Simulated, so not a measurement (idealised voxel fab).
The process module that follows is named voxel trench capacitor.
It is cross-section cut that appears here, measuring 260 nm in width, its square cells being 5 nm in size.
A cross-section is written here as square cells arranged in a grid, and it is given in bands from the top down, each band taking up one or more rows of cells.
Read a band's entry like this: the first values are the height of its top and the height of its bottom in nm, and what follows is the sequence of materials from left to right, each with its width in nm. Note that "air" is empty space, and that a single material marked "everywhere" reaches across the band from edge to edge.
Convention: height 0 is the level below which the wafer, as received, is all one material. The lowest band does not terminate at the bottom but continues downward, represented as "0 and below".
It should be noted that a width expressed as "30 to 40" varies in equal increments from row to row of cells within the band, taking the value of the first number at the top row and that of the second number at the bottom row.
"remained unchanged", as given for a step, is the statement that not any cell of the cross-section underwent a change during that step.
Enclosed internal cavities: empty space of 8 cells or more with no open way to the top, each as width x height at its distance from the left edge, in nm
Past the settings on a step's line: simulator remark, on that step.
Steps that use a mask can have "overlay nm" on their line. It says how far the mask sat to the right of where it was meant to be. Negative means to the left.
These are the steps we planned for the process:
1,op RECEIVE | material Si
2,op CONFORMAL_DEP | material SiN | thk nm 10
3,op PATTERN | tone open | mask id TRENCH | material resist | width nm 25 | pitch nm 45 | thk nm 15 | overlay nm 0
4,op DIRECTIONAL_ETCH | etch materials SiN | depth nm 10
5,op DIRECTIONAL_ETCH | etch materials Si | depth nm 40
6,op STRIP | etch materials resist
7,op CONFORMAL_DEP | material Al2O3 | thk nm 5
8,op CONFORMAL_DEP | material TiN | thk nm 5
9,op FILL_DEP | material W | thk nm 5
10,op CMP | height nm 10
First out of two wafers; run went to plan:
As-received state of the wafer in cross-section, equivalent to post-step 1:
    0 and below | Si everywhere
    Enclosed internal cavities: none
Step 2 complete: cross-section through the wafer:
    10 down to 0 | SiN everywhere
    Note: structure below 0 unchanged.
Step 3 complete: cross-section through the wafer:
    25 down to 10 | resist: 50 | air: 25 | resist: 20 | air: 25 | resist: 20 | air: 25 | resist: 20 | air: 25 | resist: 50
    Note: structure below 10 unchanged.
Step 4 complete: cross-section through the wafer:
    25 down to 10 | resist: 50 | air: 25 | resist: 20 | air: 25 | resist: 20 | air: 25 | resist: 20 | air: 25 | resist: 50
    10 down to 0 | SiN: 50 | air: 25 | SiN: 20 | air: 25 | SiN: 20 | air: 25 | SiN: 20 | air: 25 | SiN: 50
    Note: structure below 0 unchanged.
Step 5 complete: cross-section through the wafer:
    25 down to 10 | resist: 50 | air: 25 | resist: 20 | air: 25 | resist: 20 | air: 25 | resist: 20 | air: 25 | resist: 50
    10 down to 0 | SiN: 50 | air: 25 | SiN: 20 | air: 25 | SiN: 20 | air: 25 | SiN: 20 | air: 25 | SiN: 50
    0 down to -40 | Si: 50 | air: 25 | Si: 20 | air: 25 | Si: 20 | air: 25 | Si: 20 | air: 25 | Si: 50
    Note: structure below -40 unchanged.
Step 6 complete: cross-section through the wafer:
    10 down to 0 | SiN: 50 | air: 25 | SiN: 20 | air: 25 | SiN: 20 | air: 25 | SiN: 20 | air: 25 | SiN: 50
    Note: structure below 0 unchanged.
Step 7 complete: cross-section through the wafer:
    15 down to 10 | Al2O3: 55 | air: 15 | Al2O3: 30 | air: 15 | Al2O3: 30 | air: 15 | Al2O3: 30 | air: 15 | Al2O3: 55
    10 down to 0 | SiN: 50 | Al2O3: 5 | air: 15 | Al2O3: 5 | SiN: 20 | Al2O3: 5 | air: 15 | Al2O3: 5 | SiN: 20 | Al2O3: 5 | air: 15 | Al2O3: 5 | SiN: 20 | Al2O3: 5 | air: 15 | Al2O3: 5 | SiN: 50
    0 down to -35 | Si: 50 | Al2O3: 5 | air: 15 | Al2O3: 5 | Si: 20 | Al2O3: 5 | air: 15 | Al2O3: 5 | Si: 20 | Al2O3: 5 | air: 15 | Al2O3: 5 | Si: 20 | Al2O3: 5 | air: 15 | Al2O3: 5 | Si: 50
    -35 down to -40 | Si: 50 | Al2O3: 25 | Si: 20 | Al2O3: 25 | Si: 20 | Al2O3: 25 | Si: 20 | Al2O3: 25 | Si: 50
    Note: structure below -40 unchanged.
Step 8 complete: cross-section through the wafer:
    20 down to 15 | TiN: 60 | air: 5 | TiN: 40 | air: 5 | TiN: 40 | air: 5 | TiN: 40 | air: 5 | TiN: 60
    15 down to 10 | Al2O3: 55 | TiN: 5 | air: 5 | TiN: 5 | Al2O3: 30 | TiN: 5 | air: 5 | TiN: 5 | Al2O3: 30 | TiN: 5 | air: 5 | TiN: 5 | Al2O3: 30 | TiN: 5 | air: 5 | TiN: 5 | Al2O3: 55
    10 down to 0 | SiN: 50 | Al2O3: 5 | TiN: 5 | air: 5 | TiN: 5 | Al2O3: 5 | SiN: 20 | Al2O3: 5 | TiN: 5 | air: 5 | TiN: 5 | Al2O3: 5 | SiN: 20 | Al2O3: 5 | TiN: 5 | air: 5 | TiN: 5 | Al2O3: 5 | SiN: 20 | Al2O3: 5 | TiN: 5 | air: 5 | TiN: 5 | Al2O3: 5 | SiN: 50
    0 down to -30 | Si: 50 | Al2O3: 5 | TiN: 5 | air: 5 | TiN: 5 | Al2O3: 5 | Si: 20 | Al2O3: 5 | TiN: 5 | air: 5 | TiN: 5 | Al2O3: 5 | Si: 20 | Al2O3: 5 | TiN: 5 | air: 5 | TiN: 5 | Al2O3: 5 | Si: 20 | Al2O3: 5 | TiN: 5 | air: 5 | TiN: 5 | Al2O3: 5 | Si: 50
    -30 down to -35 | Si: 50 | Al2O3: 5 | TiN: 15 | Al2O3: 5 | Si: 20 | Al2O3: 5 | TiN: 15 | Al2O3: 5 | Si: 20 | Al2O3: 5 | TiN: 15 | Al2O3: 5 | Si: 20 | Al2O3: 5 | TiN: 15 | Al2O3: 5 | Si: 50
    Note: structure below -35 unchanged.
Step 9 complete: cross-section through the wafer:
    25 down to 20 | W everywhere
    20 down to 15 | TiN: 60 | W: 5 | TiN: 40 | W: 5 | TiN: 40 | W: 5 | TiN: 40 | W: 5 | TiN: 60
    15 down to 10 | Al2O3: 55 | TiN: 5 | W: 5 | TiN: 5 | Al2O3: 30 | TiN: 5 | W: 5 | TiN: 5 | Al2O3: 30 | TiN: 5 | W: 5 | TiN: 5 | Al2O3: 30 | TiN: 5 | W: 5 | TiN: 5 | Al2O3: 55
    10 down to 0 | SiN: 50 | Al2O3: 5 | TiN: 5 | W: 5 | TiN: 5 | Al2O3: 5 | SiN: 20 | Al2O3: 5 | TiN: 5 | W: 5 | TiN: 5 | Al2O3: 5 | SiN: 20 | Al2O3: 5 | TiN: 5 | W: 5 | TiN: 5 | Al2O3: 5 | SiN: 20 | Al2O3: 5 | TiN: 5 | W: 5 | TiN: 5 | Al2O3: 5 | SiN: 50
    0 down to -30 | Si: 50 | Al2O3: 5 | TiN: 5 | W: 5 | TiN: 5 | Al2O3: 5 | Si: 20 | Al2O3: 5 | TiN: 5 | W: 5 | TiN: 5 | Al2O3: 5 | Si: 20 | Al2O3: 5 | TiN: 5 | W: 5 | TiN: 5 | Al2O3: 5 | Si: 20 | Al2O3: 5 | TiN: 5 | W: 5 | TiN: 5 | Al2O3: 5 | Si: 50
    Note: structure below -30 unchanged.
Step 10 complete: cross-section through the wafer:
    10 down to 0 | SiN: 50 | Al2O3: 5 | TiN: 5 | W: 5 | TiN: 5 | Al2O3: 5 | SiN: 20 | Al2O3: 5 | TiN: 5 | W: 5 | TiN: 5 | Al2O3: 5 | SiN: 20 | Al2O3: 5 | TiN: 5 | W: 5 | TiN: 5 | Al2O3: 5 | SiN: 20 | Al2O3: 5 | TiN: 5 | W: 5 | TiN: 5 | Al2O3: 5 | SiN: 50
    Note: structure below 0 unchanged.
second wafer: like start, like plan, one mistake. Through step 2 it matches the first wafer:
Cross-section of the second wafer at the time by which step 3 should have been completed according to the plan:
    25 down to 10 | air: 50 | resist: 25 | air: 20 | resist: 25 | air: 20 | resist: 25 | air: 20 | resist: 25 | air: 50
    Note: structure below 10 unchanged.
Cross-section of the second wafer at the time by which step 4 should have been completed according to the plan:
    25 down to 10 | air: 50 | resist: 25 | air: 20 | resist: 25 | air: 20 | resist: 25 | air: 20 | resist: 25 | air: 50
    10 down to 0 | air: 50 | SiN: 25 | air: 20 | SiN: 25 | air: 20 | SiN: 25 | air: 20 | SiN: 25 | air: 50
    Note: structure below 0 unchanged.
Cross-section of the second wafer at the time by which step 5 should have been completed according to the plan:
    25 down to 10 | air: 50 | resist: 25 | air: 20 | resist: 25 | air: 20 | resist: 25 | air: 20 | resist: 25 | air: 50
    10 down to 0 | air: 50 | SiN: 25 | air: 20 | SiN: 25 | air: 20 | SiN: 25 | air: 20 | SiN: 25 | air: 50
    0 down to -40 | air: 50 | Si: 25 | air: 20 | Si: 25 | air: 20 | Si: 25 | air: 20 | Si: 25 | air: 50
    Note: structure below -40 unchanged.
Cross-section of the second wafer at the time by which step 6 should have been completed according to the plan:
    10 down to 0 | air: 50 | SiN: 25 | air: 20 | SiN: 25 | air: 20 | SiN: 25 | air: 20 | SiN: 25 | air: 50
    Note: structure below 0 unchanged.
Cross-section of the second wafer at the time by which step 7 should have been completed according to the plan:
    15 down to 10 | air: 45 | Al2O3: 35 | air: 10 | Al2O3: 35 | air: 10 | Al2O3: 35 | air: 10 | Al2O3: 35 | air: 45
    10 down to 0 | air: 45 | Al2O3: 5 | SiN: 25 | Al2O3: 5 | air: 10 | Al2O3: 5 | SiN: 25 | Al2O3: 5 | air: 10 | Al2O3: 5 | SiN: 25 | Al2O3: 5 | air: 10 | Al2O3: 5 | SiN: 25 | Al2O3: 5 | air: 45
    0 down to -35 | air: 45 | Al2O3: 5 | Si: 25 | Al2O3: 5 | air: 10 | Al2O3: 5 | Si: 25 | Al2O3: 5 | air: 10 | Al2O3: 5 | Si: 25 | Al2O3: 5 | air: 10 | Al2O3: 5 | Si: 25 | Al2O3: 5 | air: 45
    -35 down to -40 | Al2O3: 50 | Si: 25 | Al2O3: 20 | Si: 25 | Al2O3: 20 | Si: 25 | Al2O3: 20 | Si: 25 | Al2O3: 50
    Note: structure below -40 unchanged.
Cross-section of the second wafer at the time by which step 8 should have been completed according to the plan:
    20 down to 15 | air: 40 | TiN: 180 | air: 40
    15 down to 10 | air: 40 | TiN: 5 | Al2O3: 35 | TiN: 10 | Al2O3: 35 | TiN: 10 | Al2O3: 35 | TiN: 10 | Al2O3: 35 | TiN: 5 | air: 40
    10 down to 0 | air: 40 | TiN: 5 | Al2O3: 5 | SiN: 25 | Al2O3: 5 | TiN: 10 | Al2O3: 5 | SiN: 25 | Al2O3: 5 | TiN: 10 | Al2O3: 5 | SiN: 25 | Al2O3: 5 | TiN: 10 | Al2O3: 5 | SiN: 25 | Al2O3: 5 | TiN: 5 | air: 40
    0 down to -30 | air: 40 | TiN: 5 | Al2O3: 5 | Si: 25 | Al2O3: 5 | TiN: 10 | Al2O3: 5 | Si: 25 | Al2O3: 5 | TiN: 10 | Al2O3: 5 | Si: 25 | Al2O3: 5 | TiN: 10 | Al2O3: 5 | Si: 25 | Al2O3: 5 | TiN: 5 | air: 40
    -30 down to -35 | TiN: 45 | Al2O3: 5 | Si: 25 | Al2O3: 5 | TiN: 10 | Al2O3: 5 | Si: 25 | Al2O3: 5 | TiN: 10 | Al2O3: 5 | Si: 25 | Al2O3: 5 | TiN: 10 | Al2O3: 5 | Si: 25 | Al2O3: 5 | TiN: 45
    Note: structure below -35 unchanged.
Cross-section of the second wafer at the time by which step 9 should have been completed according to the plan:
    25 down to 20 | W everywhere
    20 down to 15 | W: 40 | TiN: 180 | W: 40
    15 down to 10 | W: 40 | TiN: 5 | Al2O3: 35 | TiN: 10 | Al2O3: 35 | TiN: 10 | Al2O3: 35 | TiN: 10 | Al2O3: 35 | TiN: 5 | W: 40
    10 down to 0 | W: 40 | TiN: 5 | Al2O3: 5 | SiN: 25 | Al2O3: 5 | TiN: 10 | Al2O3: 5 | SiN: 25 | Al2O3: 5 | TiN: 10 | Al2O3: 5 | SiN: 25 | Al2O3: 5 | TiN: 10 | Al2O3: 5 | SiN: 25 | Al2O3: 5 | TiN: 5 | W: 40
    0 down to -30 | W: 40 | TiN: 5 | Al2O3: 5 | Si: 25 | Al2O3: 5 | TiN: 10 | Al2O3: 5 | Si: 25 | Al2O3: 5 | TiN: 10 | Al2O3: 5 | Si: 25 | Al2O3: 5 | TiN: 10 | Al2O3: 5 | Si: 25 | Al2O3: 5 | TiN: 5 | W: 40
    Note: structure below -30 unchanged.
Cross-section of the second wafer at the time by which step 10 should have been completed according to the plan:
    10 down to 0 | W: 40 | TiN: 5 | Al2O3: 5 | SiN: 25 | Al2O3: 5 | TiN: 10 | Al2O3: 5 | SiN: 25 | Al2O3: 5 | TiN: 10 | Al2O3: 5 | SiN: 25 | Al2O3: 5 | TiN: 10 | Al2O3: 5 | SiN: 25 | Al2O3: 5 | TiN: 5 | W: 40
    Note: structure below 0 unchanged.
Plan not followed: step 3 did not happen as planned, as run it was op PATTERN | tone cover | mask id TRENCH | material resist | width nm 25 | pitch nm 45 | thk nm 15 | overlay nm 0
Final comparison by cell count, materials where the second wafer has more or fewer than the first: 12 more of Al2O3 | 96 fewer of Si | 24 fewer of SiN | 12 more of TiN | 96 more of W
